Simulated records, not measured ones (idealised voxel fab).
process module | voxel self aligned contacts
Cross-section cut: width 260 nm, square cells of 5 nm.
Notation: cross-section as square-cell grid; stated in bands, top first, going down; one or more cell rows per band.
Per band: top height and bottom height in nm, followed by the left-to-right materials and their widths in nm; "everywhere" marks a single material spanning edge to edge, "empty" marks empty space.
It should be noted that heights are counted from 0, beneath which the wafer as supplied is of one material throughout, and that the lowest band possesses no lower boundary but continues downward, as written in "from 0 down".
A width such as "30->40" changes by the same amount from each row of cells to the next, from the band's top row to its bottom row.
What does "all unchanged" mean for a step? It means no cell of the cross-section changed in that step.
Closed empty spaces (no open way to the top) of 8 cells or more are what "Enclosed void list" lists, each as width x height at distance from the left edge, nm for all three.
On each step's line, the part that comes after the settings is the simulator's own comment on the step.
overlay nm: how far to the right of its planned place the mask lay on this masked step (negative: to the left).

## Steps planned for the process
1. RECEIVE | material Si
2. OXIDIZE | depth nm 5
3. DIRECTIONAL_DEP | material polySi | thk nm 30
4. DIRECTIONAL_DEP | material SiN | thk nm 25
5. PATTERN | tone cover | mask id GATE | material resist | width nm 25 | pitch nm 70 | thk nm 15 | overlay nm 0
6. DIRECTIONAL_ETCH | etch materials SiN | depth nm 25
7. DIRECTIONAL_ETCH | etch materials polySi | depth nm 30
8. STRIP | etch materials resist
9. CONFORMAL_DEP | material SiN | thk nm 10
10. DIRECTIONAL_ETCH | etch materials SiN | depth nm 10
11. FILL_DEP | material SiO2 | thk nm 15
12. CMP | height nm 65
13. MASKED_ETCH | tone open | mask id CONTACT | width nm 55 | pitch nm 70 | etch materials SiO2 | depth nm 70 | overlay nm 0
14. CONFORMAL_DEP | material TiN | thk nm 5
15. FILL_DEP | material W | thk nm 10
16. CMP | height nm 65
17. CONFORMAL_DEP | material SiN | thk nm 5

## First of two wafers: run as planned

## Wafer at receipt (post step 1), cross-section
> from 0 down: Si everywhere
> Enclosed void list: none

## Upon completion of step 2, the wafer appears in cross-section as shown
> from 0 to -5: SiO2 everywhere
> Below -5, the layers are the same as they were.

## Upon completion of step 3, the wafer appears in cross-section as shown
> from 30 to 0: polySi everywhere
> Below 0, the layers are the same as they were.

## Upon completion of step 4, the wafer appears in cross-section as shown
> from 55 to 30: SiN everywhere
> Below 30, the layers are the same as they were.

## Upon completion of step 5, the wafer appears in cross-section as shown
> from 70 to 55: 45 nm empty  25 nm resist  45 nm empty  25 nm resist  45 nm empty  25 nm resist  50 nm empty
> Below 55, the layers are the same as they were.

## Upon completion of step 6, the wafer appears in cross-section as shown
> from 70 to 55: 45 nm empty  25 nm resist  45 nm empty  25 nm resist  45 nm empty  25 nm resist  50 nm empty
> from 55 to 30: 45 nm empty  25 nm SiN  45 nm empty  25 nm SiN  45 nm empty  25 nm SiN  50 nm empty
> Below 30, the layers are the same as they were.

## Upon completion of step 7, the wafer appears in cross-section as shown
> from 70 to 55: 45 nm empty  25 nm resist  45 nm empty  25 nm resist  45 nm empty  25 nm resist  50 nm empty
> from 55 to 30: 45 nm empty  25 nm SiN  45 nm empty  25 nm SiN  45 nm empty  25 nm SiN  50 nm empty
> from 30 to 0: 45 nm empty  25 nm polySi  45 nm empty  25 nm polySi  45 nm empty  25 nm polySi  50 nm empty
> Below 0, the layers are the same as they were.

## Upon completion of step 8, the wafer appears in cross-section as shown
> from 55 to 30: 45 nm empty  25 nm SiN  45 nm empty  25 nm SiN  45 nm empty  25 nm SiN  50 nm empty
> Below 30, the layers are the same as they were.

## Upon completion of step 9, the wafer appears in cross-section as shown
> from 65 to 30: 35 nm empty  45 nm SiN  25 nm empty  45 nm SiN  25 nm empty  45 nm SiN  40 nm empty
> from 30 to 10: 35 nm empty  10 nm SiN  25 nm polySi  10 nm SiN  25 nm empty  10 nm SiN  25 nm polySi  10 nm SiN  25 nm empty  10 nm SiN  25 nm polySi  10 nm SiN  40 nm empty
> from 10 to 0: 45 nm SiN  25 nm polySi  45 nm SiN  25 nm polySi  45 nm SiN  25 nm polySi  50 nm SiN
> Below 0, the layers are the same as they were.

## Upon completion of step 10, the wafer appears in cross-section as shown
> from 55 to 30: 35 nm empty  45 nm SiN  25 nm empty  45 nm SiN  25 nm empty  45 nm SiN  40 nm empty
> from 30 to 0: 35 nm empty  10 nm SiN  25 nm polySi  10 nm SiN  25 nm empty  10 nm SiN  25 nm polySi  10 nm SiN  25 nm empty  10 nm SiN  25 nm polySi  10 nm SiN  40 nm empty
> Below 0, the layers are the same as they were.

## Upon completion of step 11, the wafer appears in cross-section as shown
> from 70 to 55: SiO2 everywhere
> from 55 to 30: 35 nm SiO2  45 nm SiN  25 nm SiO2  45 nm SiN  25 nm SiO2  45 nm SiN  40 nm SiO2
> from 30 to 0: 35 nm SiO2  10 nm SiN  25 nm polySi  10 nm SiN  25 nm SiO2  10 nm SiN  25 nm polySi  10 nm SiN  25 nm SiO2  10 nm SiN  25 nm polySi  10 nm SiN  40 nm SiO2
> Below 0, the layers are the same as they were.

## Upon completion of step 12, the wafer appears in cross-section as shown
> from 65 to 55: SiO2 everywhere
> Below 55, the layers are the same as they were.

## Upon completion of step 13, the wafer appears in cross-section as shown
> from 65 to 55: 65 nm SiO2  55 nm empty  15 nm SiO2  55 nm empty  70 nm SiO2
> from 55 to 30: 35 nm SiO2  45 nm SiN  25 nm empty  45 nm SiN  25 nm empty  45 nm SiN  40 nm SiO2
> from 30 to 0: 35 nm SiO2  10 nm SiN  25 nm polySi  10 nm SiN  25 nm empty  10 nm SiN  25 nm polySi  10 nm SiN  25 nm empty  10 nm SiN  25 nm polySi  10 nm SiN  40 nm SiO2
> from 0 to -5: 80 nm SiO2  25 nm empty  45 nm SiO2  25 nm empty  85 nm SiO2
> Below -5, the layers are the same as they were.

## Upon completion of step 14, the wafer appears in cross-section as shown
> from 70 to 65: 70 nm TiN  45 nm empty  25 nm TiN  45 nm empty  75 nm TiN
> from 65 to 55: 65 nm SiO2  5->20 nm TiN  45->15 nm empty  5->20 nm TiN  15 nm SiO2  5->20 nm TiN  45->15 nm empty  5->20 nm TiN  70 nm SiO2
> from 55 to 30: 35 nm SiO2  45 nm SiN  5 nm TiN  15 nm empty  5 nm TiN  45 nm SiN  5 nm TiN  15 nm empty  5 nm TiN  45 nm SiN  40 nm SiO2
> from 30 to 0: 35 nm SiO2  10 nm SiN  25 nm polySi  10 nm SiN  5 nm TiN  15 nm empty  5 nm TiN  10 nm SiN  25 nm polySi  10 nm SiN  5 nm TiN  15 nm empty  5 nm TiN  10 nm SiN  25 nm polySi  10 nm SiN  40 nm SiO2
> from 0 to -5: 80 nm SiO2  25 nm TiN  45 nm SiO2  25 nm TiN  85 nm SiO2
> Below -5, the layers are the same as they were.

## Upon completion of step 15, the wafer appears in cross-section as shown
> from 80 to 70: W everywhere
> from 70 to 65: 70 nm TiN  45 nm W  25 nm TiN  45 nm W  75 nm TiN
> from 65 to 55: 65 nm SiO2  5->20 nm TiN  45->15 nm W  5->20 nm TiN  15 nm SiO2  5->20 nm TiN  45->15 nm W  5->20 nm TiN  70 nm SiO2
> from 55 to 30: 35 nm SiO2  45 nm SiN  5 nm TiN  15 nm W  5 nm TiN  45 nm SiN  5 nm TiN  15 nm W  5 nm TiN  45 nm SiN  40 nm SiO2
> from 30 to 0: 35 nm SiO2  10 nm SiN  25 nm polySi  10 nm SiN  5 nm TiN  15 nm W  5 nm TiN  10 nm SiN  25 nm polySi  10 nm SiN  5 nm TiN  15 nm W  5 nm TiN  10 nm SiN  25 nm polySi  10 nm SiN  40 nm SiO2
> Below 0, the layers are the same as they were.

## Upon completion of step 16, the wafer appears in cross-section as shown
> from 65 to 55: 65 nm SiO2  5->20 nm TiN  45->15 nm W  5->20 nm TiN  15 nm SiO2  5->20 nm TiN  45->15 nm W  5->20 nm TiN  70 nm SiO2
> Below 55, the layers are the same as they were.

## Upon completion of step 17, the wafer appears in cross-section as shown
> from 70 to 65: SiN everywhere
> Below 65, the layers are the same as they were.

## Here the second wafer is described. Its start and its plan were those of the first wafer. Its run contained one mistake. Up to and including step 2, it did exactly what the first wafer did

## What the second wafer looks like in cross-section when step 3 should have wrapped up
> from 60 to 0: polySi everywhere
> Below 0, the layers are the same as they were.

## What the second wafer looks like in cross-section when step 4 should have wrapped up
> from 85 to 60: SiN everywhere
> Below 60, the layers are the same as they were.

## What the second wafer looks like in cross-section when step 5 should have wrapped up
> from 100 to 85: 45 nm empty  25 nm resist  45 nm empty  25 nm resist  45 nm empty  25 nm resist  50 nm empty
> Below 85, the layers are the same as they were.

## What the second wafer looks like in cross-section when step 6 should have wrapped up
> from 100 to 85: 45 nm empty  25 nm resist  45 nm empty  25 nm resist  45 nm empty  25 nm resist  50 nm empty
> from 85 to 60: 45 nm empty  25 nm SiN  45 nm empty  25 nm SiN  45 nm empty  25 nm SiN  50 nm empty
> Below 60, the layers are the same as they were.

## What the second wafer looks like in cross-section when step 7 should have wrapped up
> from 100 to 85: 45 nm empty  25 nm resist  45 nm empty  25 nm resist  45 nm empty  25 nm resist  50 nm empty
> from 85 to 60: 45 nm empty  25 nm SiN  45 nm empty  25 nm SiN  45 nm empty  25 nm SiN  50 nm empty
> from 60 to 30: 45 nm empty  25 nm polySi  45 nm empty  25 nm polySi  45 nm empty  25 nm polySi  50 nm empty
> Below 30, the layers are the same as they were.

## What the second wafer looks like in cross-section when step 8 should have wrapped up
> from 85 to 60: 45 nm empty  25 nm SiN  45 nm empty  25 nm SiN  45 nm empty  25 nm SiN  50 nm empty
> Below 60, the layers are the same as they were.

## What the second wafer looks like in cross-section when step 9 should have wrapped up
> from 95 to 60: 35 nm empty  45 nm SiN  25 nm empty  45 nm SiN  25 nm empty  45 nm SiN  40 nm empty
> from 60 to 40: 35 nm empty  10 nm SiN  25 nm polySi  10 nm SiN  25 nm empty  10 nm SiN  25 nm polySi  10 nm SiN  25 nm empty  10 nm SiN  25 nm polySi  10 nm SiN  40 nm empty
> from 40 to 30: 45 nm SiN  25 nm polySi  45 nm SiN  25 nm polySi  45 nm SiN  25 nm polySi  50 nm SiN
> Below 30, the layers are the same as they were.

## What the second wafer looks like in cross-section when step 10 should have wrapped up
> from 85 to 60: 35 nm empty  45 nm SiN  25 nm empty  45 nm SiN  25 nm empty  45 nm SiN  40 nm empty
> from 60 to 30: 35 nm empty  10 nm SiN  25 nm polySi  10 nm SiN  25 nm empty  10 nm SiN  25 nm polySi  10 nm SiN  25 nm empty  10 nm SiN  25 nm polySi  10 nm SiN  40 nm empty
> Below 30, the layers are the same as they were.

## What the second wafer looks like in cross-section when step 11 should have wrapped up
> from 100 to 85: SiO2 everywhere
> from 85 to 60: 35 nm SiO2  45 nm SiN  25 nm SiO2  45 nm SiN  25 nm SiO2  45 nm SiN  40 nm SiO2
> from 60 to 30: 35 nm SiO2  10 nm SiN  25 nm polySi  10 nm SiN  25 nm SiO2  10 nm SiN  25 nm polySi  10 nm SiN  25 nm SiO2  10 nm SiN  25 nm polySi  10 nm SiN  40 nm SiO2
> Below 30, the layers are the same as they were.

## What the second wafer looks like in cross-section when step 12 should have wrapped up
> from 65 to 60: 35 nm SiO2  45 nm SiN  25 nm SiO2  45 nm SiN  25 nm SiO2  45 nm SiN  40 nm SiO2
> Below 60, the layers are the same as they were.

## What the second wafer looks like in cross-section when step 13 should have wrapped up
> from 65 to 60: 35 nm SiO2  45 nm SiN  25 nm empty  45 nm SiN  25 nm empty  45 nm SiN  40 nm SiO2
> from 60 to 30: 35 nm SiO2  10 nm SiN  25 nm polySi  10 nm SiN  25 nm empty  10 nm SiN  25 nm polySi  10 nm SiN  25 nm empty  10 nm SiN  25 nm polySi  10 nm SiN  40 nm SiO2
> Below 30, the layers are the same as they were.

## What the second wafer looks like in cross-section when step 14 should have wrapped up
> from 70 to 65: 85 nm TiN  15 nm empty  55 nm TiN  15 nm empty  90 nm TiN
> from 65 to 60: 35 nm SiO2  45 nm SiN  5 nm TiN  15 nm empty  5 nm TiN  45 nm SiN  5 nm TiN  15 nm empty  5 nm TiN  45 nm SiN  40 nm SiO2
> from 60 to 35: 35 nm SiO2  10 nm SiN  25 nm polySi  10 nm SiN  5 nm TiN  15 nm empty  5 nm TiN  10 nm SiN  25 nm polySi  10 nm SiN  5 nm TiN  15 nm empty  5 nm TiN  10 nm SiN  25 nm polySi  10 nm SiN  40 nm SiO2
> from 35 to 30: 35 nm SiO2  10 nm SiN  25 nm polySi  10 nm SiN  25 nm TiN  10 nm SiN  25 nm polySi  10 nm SiN  25 nm TiN  10 nm SiN  25 nm polySi  10 nm SiN  40 nm SiO2
> Below 30, the layers are the same as they were.

## What the second wafer looks like in cross-section when step 15 should have wrapped up
> from 80 to 70: W everywhere
> from 70 to 65: 85 nm TiN  15 nm W  55 nm TiN  15 nm W  90 nm TiN
> from 65 to 60: 35 nm SiO2  45 nm SiN  5 nm TiN  15 nm W  5 nm TiN  45 nm SiN  5 nm TiN  15 nm W  5 nm TiN  45 nm SiN  40 nm SiO2
> from 60 to 35: 35 nm SiO2  10 nm SiN  25 nm polySi  10 nm SiN  5 nm TiN  15 nm W  5 nm TiN  10 nm SiN  25 nm polySi  10 nm SiN  5 nm TiN  15 nm W  5 nm TiN  10 nm SiN  25 nm polySi  10 nm SiN  40 nm SiO2
> Below 35, the layers are the same as they were.

## What the second wafer looks like in cross-section when step 16 should have wrapped up
> from 65 to 60: 35 nm SiO2  45 nm SiN  5 nm TiN  15 nm W  5 nm TiN  45 nm SiN  5 nm TiN  15 nm W  5 nm TiN  45 nm SiN  40 nm SiO2
> Below 60, the layers are the same as they were.

## What the second wafer looks like in cross-section when step 17 should have wrapped up
> from 70 to 65: SiN everywhere
> Below 65, the layers are the same as they were.
Want to know what went wrong? step 3 of the plan was executed twice over
Final tally in cells, some materials are higher or lower on the second wafer than on the first: SiN -108; SiO2 -110; TiN -40; W -54; polySi +312
